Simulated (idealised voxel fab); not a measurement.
Title: Process Module voxel gate over fins
Square cell edge 5 nm, section width 245 nm, ID cut.
Throughout this document, each cross-section is represented as a grid of square cells and is presented as a sequence of bands enumerated from the top downward, where a band comprises one or more rows of cells. What a band's entry tells you: where the top is and where the bottom is, as heights in nm, and after that what lies inside, material by material from left to right, each with its width in nm. Empty space is written as the word "air", and a single material marked with the word "full width" occupies the band from edge to edge. Counting heights begins at 0, where everything beneath is, in the wafer as received, one material. The lowest band has no bottom; it goes on downwards, as "0 and below" shows. Think of "30..40" as a width that walks from the first number to the second as you go down the band, top row to bottom row, taking equal-sized steps from row to row. Step marked "no change"? Then no cell in the cross-section changed in it. Trapped cavities: empty space of 8 cells or more with no open way to the top, each as width x height at its distance from the left edge, in nm. Step line, after settings: the simulator's comment on this step. overlay nm: how far to the right of its planned place the mask lay on this masked step (negative: to the left).

### This section lists the process steps that were planned
1. RECEIVE,material Si
2. CONFORMAL_DEP,material SiN,thk nm 10
3. DIRECTIONAL_DEP,material aC,thk nm 10
4. PATTERN,tone cover,mask id FINS,material resist,width nm 15,pitch nm 55,thk nm 30,overlay nm 0
5. DIRECTIONAL_ETCH,etch materials aC,depth nm 10
6. STRIP,etch materials resist
7. DIRECTIONAL_ETCH,etch materials SiN,depth nm 10
8. DIRECTIONAL_ETCH,etch materials Si,depth nm 40
9. STRIP,etch materials aC
10. OXIDIZE,depth nm 5
11. FILL_DEP,material SiO2,thk nm 10
12. CMP,height nm 10
13. PATTERN,tone open,mask id RAIL,material resist,width nm 15,thk nm 15,overlay nm 0
14. DIRECTIONAL_ETCH,etch materials SiO2,depth nm 45
15. STRIP,etch materials resist
16. CONFORMAL_DEP,material TiN,thk nm 5
17. FILL_DEP,material Ru,thk nm 10
18. CMP,height nm 10
19. SELECTIVE_ETCH,etch materials W Ru TiN,depth nm 30
20. FILL_DEP,material SiO2,thk nm 5
21. CMP,height nm 10
22. SELECTIVE_ETCH,etch materials SiO2,depth nm 20
23. STRIP,etch materials SiN
24. CONFORMAL_DEP,material HfO2,thk nm 5
25. CONFORMAL_DEP,material TiN,thk nm 5
26. FILL_DEP,material W,thk nm 15
27. CMP,height nm 20
28. CONFORMAL_DEP,material SiN,thk nm 5

### As received (post step 1): cross-section
	0 and below | Si full width
	Trapped cavities: none

### End-of-module cross-section. Starting structure and process plan as above; one mistake made in running it
	25 down to 20 | SiN full width
	20 down to 10 | W full width
	10 down to 5 | W (80), then TiN (25), then W (30), then TiN (25), then W (85)
	5 down to 0 | W (80), then TiN (5), then HfO2 (15), then TiN (5), then W (30), then TiN (5), then HfO2 (15), then TiN (5), then W (85)
	0 down to -5 | TiN (85), then HfO2 (5), then Si (5), then HfO2 (5), then TiN (40), then HfO2 (5), then Si (5), then HfO2 (5), then TiN (90)
	-5 down to -10 | HfO2 (90), then Si (5), then HfO2 (50), then Si (5), then HfO2 (95)
	-10 down to -20 | SiO2 (90), then Si (5), then SiO2 (50), then Si (5), then SiO2 (95)
	-20 down to -30 | Ru (80), then TiN (5), then SiO2 (5), then Si (5), then SiO2 (5), then TiN (10), then SiO2 (15), then TiN (5), then Ru (5), then TiN (5), then SiO2 (5), then Si (5), then SiO2 (5), then TiN (5), then Ru (85)
	-30 down to -35 | TiN (85), then SiO2 (5), then Si (5), then SiO2 (5), then TiN (10), then SiO2 (15), then TiN (15), then SiO2 (5), then Si (5), then SiO2 (5), then TiN (90)
	-35 down to -45 | SiO2 (90), then Si (5), then SiO2 (50), then Si (5), then SiO2 (95)
	-45 and below | Si full width
	Trapped cavities: none
What was the processing mistake? step 13 off recipe, ran as PATTERN,tone cover,mask id RAIL,material resist,width nm 15,thk nm 15,overlay nm 0
